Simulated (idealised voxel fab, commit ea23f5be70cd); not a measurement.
Process module under the name voxel transistor to metal
Section shown: cut. Width: 180 nm. Cell size: 5 nm, square.
A cross-section in this document is a grid of square cells, and it is written down as bands, the top band listed before the ones below it; a band is made up of one or more rows of cells. The band entry comprises the height of the band's top followed by the height of its bottom, expressed in nm, and subsequently the band's materials from left to right, each stated together with its width in nm. Where a single material is marked with the word "everywhere", that material fills the band from edge to edge. The word "blank" represents empty space. Height reference: 0 = level under which incoming wafer is all one material. Lowest band: no bottom, runs on downward, e.g. "top 0, no bottom". When a width is written as two numbers, as in "30 to 40", the first number is the width in the top row of cells of the band and the second is the width in its bottom row, and the width changes by the same amount from each row to the next. Step marked "identical to before"? Then no cell in the cross-section changed in it. Voids not open to the top, 8 cells minimum: see "Voids, sealed". Written width x height at distance; distance is from the left edge; nm. Note: text after step settings on the step line = simulator remark on that step. Regarding "overlay nm": on a step with a mask, it is the distance the mask lay to the right of its planned place; a negative value places it to the left.

## This section lists the process steps that were planned
| 1 | RECEIVE: material Si |
| 2 | CONFORMAL_DEP: material SiO2, thk nm 5 |
| 3 | CONFORMAL_DEP: material SiN, thk nm 10 |
| 4 | MASKED_ETCH: tone cover, mask id ACTIVE, width nm 95, etch materials SiN, depth nm 10, overlay nm 0 |
| 5 | MASKED_ETCH: tone cover, mask id ACTIVE, width nm 95, etch materials SiO2, depth nm 5, overlay nm 0 |
| 6 | MASKED_ETCH: tone cover, mask id ACTIVE, width nm 95, etch materials Si, depth nm 35, overlay nm 0 |
| 7 | OXIDIZE: depth nm 5 |
| 8 | FILL_DEP: material SiO2, thk nm 10 |
| 9 | CMP: height nm 15 |
| 10 | SELECTIVE_ETCH: etch materials SiO2, depth nm 10 |
| 11 | STRIP: etch materials SiN |
| 12 | SELECTIVE_ETCH: etch materials SiO2, depth nm 5 |
| 13 | OXIDIZE: depth nm 5 |
| 14 | DIRECTIONAL_DEP: material polySi, thk nm 30 |
| 15 | DIRECTIONAL_DEP: material SiCN, thk nm 15 |
| 16 | PATTERN: tone cover, mask id GATE, material resist, width nm 25, thk nm 15, overlay nm 0 |
| 17 | DIRECTIONAL_ETCH: etch materials SiCN, depth nm 25 |
| 18 | DIRECTIONAL_ETCH: etch materials polySi, depth nm 40 |
| 19 | STRIP: etch materials resist |
| 20 | CONFORMAL_DEP: material SiN, thk nm 5 |
| 21 | DIRECTIONAL_ETCH: etch materials SiN, depth nm 5 |
| 22 | DIRECTIONAL_ETCH: etch materials SiO2, depth nm 5 |
| 23 | EPI: material SiGe, thk nm 5 |
| 24 | FILL_DEP: material SiO2, thk nm 5 |
| 25 | CMP: height nm 30 |
| 26 | STRIP: etch materials polySi |
| 27 | SELECTIVE_ETCH: etch materials SiO2, depth nm 5 |
| 28 | CONFORMAL_DEP: material HfO2, thk nm 5 |
| 29 | CONFORMAL_DEP: material TiN, thk nm 5 |
| 30 | FILL_DEP: material W, thk nm 10 |
| 31 | CMP: height nm 25 |
| 32 | DIRECTIONAL_DEP: material SiO2, thk nm 15 |
| 33 | PATTERN: tone open, mask id CONTACT, material resist, width nm 15, pitch nm 70, thk nm 15, overlay nm 0 |
| 34 | DIRECTIONAL_ETCH: etch materials SiO2, depth nm 40 |
| 35 | STRIP: etch materials resist |
| 36 | CONFORMAL_DEP: material TiN, thk nm 5 |
| 37 | FILL_DEP: material Ru, thk nm 10 |
| 38 | CMP: height nm 40 |
| 39 | CONFORMAL_DEP: material SiN, thk nm 5 |
| 40 | DIRECTIONAL_DEP: material SiO2, thk nm 25 |
| 41 | PATTERN: tone open, mask id METAL_1, material resist, width nm 15, pitch nm 70, thk nm 15, overlay nm 0 |
| 42 | DIRECTIONAL_ETCH: etch materials SiO2, depth nm 25 |
| 43 | DIRECTIONAL_ETCH: etch materials SiN, depth nm 5 |
| 44 | STRIP: etch materials resist |
| 45 | CONFORMAL_DEP: material TiN, thk nm 5 |
| 46 | FILL_DEP: material Cu, thk nm 10 |
| 47 | CMP: height nm 70 |
| 48 | CONFORMAL_DEP: material SiCN, thk nm 5 |
| 49 | DIRECTIONAL_DEP: material SiO2, thk nm 30 |
| 50 | DIRECTIONAL_DEP: material aC, thk nm 10 |
| 51 | PATTERN: tone open, mask id METAL_2, material resist, width nm 15, pitch nm 70, thk nm 25, overlay nm 0 |
| 52 | DIRECTIONAL_ETCH: etch materials aC, depth nm 10 |
| 53 | STRIP: etch materials resist |
| 54 | DIRECTIONAL_ETCH: etch materials SiO2, depth nm 15 |
| 55 | STRIP: etch materials aC |
| 56 | DIRECTIONAL_DEP: material aC, thk nm 15 |
| 57 | PATTERN: tone open, mask id METAL_2_HOLES, material resist, width nm 15, pitch nm 70, thk nm 30, overlay nm 0 |
| 58 | DIRECTIONAL_ETCH: etch materials aC, depth nm 15 |
| 59 | STRIP: etch materials resist |
| 60 | DIRECTIONAL_ETCH: etch materials SiO2, depth nm 15 |
| 61 | DIRECTIONAL_ETCH: etch materials SiCN, depth nm 5 |
| 62 | STRIP: etch materials aC |
| 63 | CONFORMAL_DEP: material TiN, thk nm 5 |
| 64 | FILL_DEP: material Cu, thk nm 10 |
| 65 | CMP: height nm 105 |
| 66 | CONFORMAL_DEP: material SiCN, thk nm 5 |

## As-received state of the wafer in cross-section, equivalent to post-step 1
* top 0, no bottom  Si everywhere
* Voids, sealed: none

## First of two wafers: cross-section at end of module, run per plan
* top 110, bottom 105  SiCN everywhere
* top 105, bottom 75  SiO2 45 nm; TiN 5 nm; Cu 5 nm; TiN 5 nm; SiO2 55 nm; TiN 5 nm; Cu 5 nm; TiN 5 nm; SiO2 50 nm
* top 75, bottom 70  SiCN 45 nm; TiN 15 nm; SiCN 55 nm; TiN 15 nm; SiCN 50 nm
* top 70, bottom 45  SiO2 45 nm; TiN 5 nm; Cu 5 nm; TiN 5 nm; SiO2 55 nm; TiN 5 nm; Cu 5 nm; TiN 5 nm; SiO2 50 nm
* top 45, bottom 40  SiN 45 nm; TiN 15 nm; SiN 55 nm; TiN 15 nm; SiN 50 nm
* top 40, bottom 25  SiO2 45 nm; TiN 5 nm; Ru 5 nm; TiN 5 nm; SiO2 55 nm; TiN 5 nm; Ru 5 nm; TiN 5 nm; SiO2 50 nm
* top 25, bottom 5  SiO2 45 nm; TiN 5 nm; Ru 5 nm; TiN 5 nm; SiO2 10 nm; SiN 5 nm; HfO2 5 nm; TiN 5 nm; W 5 nm; TiN 5 nm; HfO2 5 nm; SiN 5 nm; SiO2 10 nm; TiN 5 nm; Ru 5 nm; TiN 5 nm; SiO2 50 nm
* top 5, bottom 0  SiO2 45 nm; TiN 15 nm; SiO2 10 nm; SiN 5 nm; HfO2 5 nm; TiN 15 nm; HfO2 5 nm; SiN 5 nm; SiO2 10 nm; TiN 15 nm; SiO2 50 nm
* top 0, bottom -5  SiO2 40 nm; SiGe 30 nm; HfO2 35 nm; SiGe 30 nm; SiO2 45 nm
* top -5, bottom -40  SiO2 45 nm; Si 85 nm; SiO2 50 nm
* top -40, no bottom  Si everywhere
* Voids, sealed: none

## Presented here is a cross-section of the second of the two wafers as it stood at the end of the module. It was started in the same manner and assigned the same plan as the first wafer; however, one mistake was made in its execution
* top 110, bottom 105  SiCN everywhere
* top 105, bottom 75  SiO2 45 nm; TiN 5 nm; Cu 5 nm; TiN 5 nm; SiO2 55 nm; TiN 5 nm; Cu 5 nm; TiN 5 nm; SiO2 50 nm
* top 75, bottom 70  SiCN 45 nm; TiN 15 nm; SiCN 55 nm; TiN 15 nm; SiCN 50 nm
* top 70, bottom 45  SiO2 45 nm; TiN 5 nm; Cu 5 nm; TiN 5 nm; SiO2 55 nm; TiN 5 nm; Cu 5 nm; TiN 5 nm; SiO2 50 nm
* top 45, bottom 40  SiN 45 nm; TiN 15 nm; SiN 55 nm; TiN 15 nm; SiN 50 nm
* top 40, bottom 25  SiO2 45 nm; TiN 5 nm; Ru 5 nm; TiN 5 nm; SiO2 55 nm; TiN 5 nm; Ru 5 nm; TiN 5 nm; SiO2 50 nm
* top 25, bottom 5  SiO2 45 nm; TiN 5 nm; Ru 5 nm; TiN 5 nm; SiO2 10 nm; SiN 5 nm; TiN 5 nm; HfO2 5 nm; W 5 nm; HfO2 5 nm; TiN 5 nm; SiN 5 nm; SiO2 10 nm; TiN 5 nm; Ru 5 nm; TiN 5 nm; SiO2 50 nm
* top 5, bottom 0  SiO2 45 nm; TiN 15 nm; SiO2 10 nm; SiN 5 nm; TiN 5 nm; HfO2 15 nm; TiN 5 nm; SiN 5 nm; SiO2 10 nm; TiN 15 nm; SiO2 50 nm
* top 0, bottom -5  SiO2 40 nm; SiGe 30 nm; TiN 35 nm; SiGe 30 nm; SiO2 45 nm
* top -5, bottom -40  SiO2 45 nm; Si 85 nm; SiO2 50 nm
* top -40, no bottom  Si everywhere
* Voids, sealed: none
Finding, execution versus plan: the intended sequence of steps 28 and 29 was reversed during processing, with each occupying the position of the other
Once processing is complete, comparing cell counts shows that the second wafer has more or fewer of certain materials than the first: HfO2: 6 fewer, TiN: 6 more
